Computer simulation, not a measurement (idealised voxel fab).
Process module heading - voxel plated lines
It is cross-section cut that appears here, measuring 175 nm in width, its square cells being 5 nm in size.
Cross-section format: a grid of square cells, given as bands from top to bottom; each band is one or more rows of cells.
First you get the band's top height and its bottom height, in nm, and then the materials it's made of, left to right, with each width in nm. If you see a single material with "throughout", that one covers the band edge to edge. "blank" is empty space.
Height datum 0, below which the as-received substrate wafer is one material. Lowest band open at the bottom, running downward: "0 nm and below".
So if you see something like "30..40" for the width, read it as the top row of the band sitting at the first number and the bottom row at the second, with every row in between moving by the same amount as the last.
When a step is marked "same as before", none of the cells in the cross-section changed during that step.
If an empty space has no open way to the top and is at least 8 cells in size, "Closed void catalog" lists it, written width x height at distance, where distance is measured from the left edge and every value is in nm.
Text after the settings on a step's line: the simulator's own remark on that step.
overlay nm: where the mask lay relative to plan, measured to the right, on steps with a mask; negatives go left.

# Intended process steps
step 1: RECEIVE with material Si
step 2: CONFORMAL_DEP with material SiO2, thk nm 5
step 3: DIRECTIONAL_DEP with material TiN, thk nm 5
step 4: PATTERN with tone open, mask id LINES, material resist, width nm 20, pitch nm 40, thk nm 40, overlay nm 0
step 5: EPI with material Ru, thk nm 5
step 6: EPI with material Ru, thk nm 5
step 7: EPI with material Ru, thk nm 10
step 8: STRIP with etch materials resist
step 9: DIRECTIONAL_ETCH with etch materials TiN, depth nm 5
step 10: CONFORMAL_DEP with material SiN, thk nm 10

# Wafer cross-section on receipt, i.e. after step 1
	0 nm and below = Si throughout
	Closed void catalog: none

# Sectioned view, first of two wafers, at the close of the module, processed as intended in the plan
	40 nm to 30 nm = blank=25  SiN=120  blank=30
	30 nm to 15 nm = blank=25  SiN=10  Ru=20  SiN=20  Ru=20  SiN=20  Ru=20  SiN=10  blank=30
	15 nm to 10 nm = SiN=35  Ru=20  SiN=20  Ru=20  SiN=20  Ru=20  SiN=40
	10 nm to 5 nm = SiN=35  TiN=20  SiN=20  TiN=20  SiN=20  TiN=20  SiN=40
	5 nm to 0 nm = SiO2 throughout
	0 nm and below = Si throughout
	Closed void catalog: none

# Wafer two, end of module, cross-section. Same start, same plan as wafer one. One mistake in the run
	50 nm to 40 nm = blank=25  SiN=120  blank=30
	40 nm to 15 nm = blank=25  SiN=10  Ru=20  SiN=20  Ru=20  SiN=20  Ru=20  SiN=10  blank=30
	15 nm to 10 nm = SiN=35  Ru=20  SiN=20  Ru=20  SiN=20  Ru=20  SiN=40
	10 nm to 5 nm = SiN=35  TiN=20  SiN=20  TiN=20  SiN=20  TiN=20  SiN=40
	5 nm to 0 nm = SiO2 throughout
	0 nm and below = Si throughout
	Closed void catalog: none
what went wrong: twice, step 7 of the plan was run
The closing comparison, in cells, has the second wafer with more or fewer of some materials than the first: Ru +24, SiN +24
